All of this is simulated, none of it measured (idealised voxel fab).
process module | voxel trench capacitor
Square cells of 5 nm make up the cross-section cut, whose width is 280 nm.
Cross-sections here: square-cell grids, written as top-down lists of bands, a band being one or more rows of cells. The entry gives the band's vertical extent as a top height and a bottom height in nm, then its horizontal make-up as materials from left to right, each with a width in nm. "empty" stands for empty space; a single material marked "full width" fills the band edge to edge. Height is counted from the level 0, under which the received wafer is composed throughout of one material. The lowest of the bands is not closed at the bottom but continues downward, in the notation "z 0 and below". The two numbers in a width such as "30->40" mark its ends across the band: the first belongs to the top row of cells, the second to the bottom row, and from each row to the next the width moves by the same amount. No cell of the cross-section changed in a step that is given as "all unchanged". "Tabulated closed voids": sealed empty spaces, 8 cells or more, no open way to top, listed width x height at distance, with distance from the left edge and width, height and distance in nm. Step line, after settings: the simulator's comment on this step. The "overlay nm" setting may appear on a step's line; for a step that uses a mask, it gives how far to the right of its planned position the mask lay, and a negative value indicates the left.
### Intended process steps
1 RECEIVE, material Si
2 CONFORMAL_DEP, material SiN, thk nm 10
3 DIRECTIONAL_DEP, material aC, thk nm 10
4 PATTERN, tone open, mask id TRENCH, material resist, width nm 15, pitch nm 30, thk nm 25, overlay nm 0
5 DIRECTIONAL_ETCH, etch materials aC, depth nm 10
6 STRIP, etch materials resist
7 DIRECTIONAL_ETCH, etch materials SiN, depth nm 10
8 DIRECTIONAL_ETCH, etch materials Si, depth nm 30
9 STRIP, etch materials aC
10 CONFORMAL_DEP, material Al2O3, thk nm 5
11 FILL_DEP, material polySi, thk nm 5
12 CMP, height nm 10
### Wafer at receipt (post step 1), cross-section
- z 0 and below = Si full width
- Tabulated closed voids: none
### Module complete - cross-section of the first of two wafers, run according to plan
- z 10 to 0 = 115 of SiN | 5 of Al2O3 | 5 of polySi | 5 of Al2O3 | 15 of SiN | 5 of Al2O3 | 5 of polySi | 5 of Al2O3 | 120 of SiN
- z 0 to -25 = 115 of Si | 5 of Al2O3 | 5 of polySi | 5 of Al2O3 | 15 of Si | 5 of Al2O3 | 5 of polySi | 5 of Al2O3 | 120 of Si
- z -25 to -30 = 115 of Si | 15 of Al2O3 | 15 of Si | 15 of Al2O3 | 120 of Si
- z -30 and below = Si full width
- Tabulated closed voids: none
### Second wafer through the module, sectioned at the end: same beginning and same plan as the first wafer, with one mistake in carrying it out
- z 10 to 0 = 115 of SiN | 5 of Al2O3 | 5 of polySi | 5 of Al2O3 | 15 of SiN | 5 of Al2O3 | 5 of polySi | 5 of Al2O3 | 120 of SiN
- z 0 to -55 = 115 of Si | 5 of Al2O3 | 5 of polySi | 5 of Al2O3 | 15 of Si | 5 of Al2O3 | 5 of polySi | 5 of Al2O3 | 120 of Si
- z -55 to -60 = 115 of Si | 15 of Al2O3 | 15 of Si | 15 of Al2O3 | 120 of Si
- z -60 and below = Si full width
- Tabulated closed voids: none
what went wrong: yeah, plan step 8 got run twice
The final cell counts differ between the wafers, with the second having more or fewer of some materials than the first: Al2O3: 24 more | Si: 36 fewer | polySi: 12 more
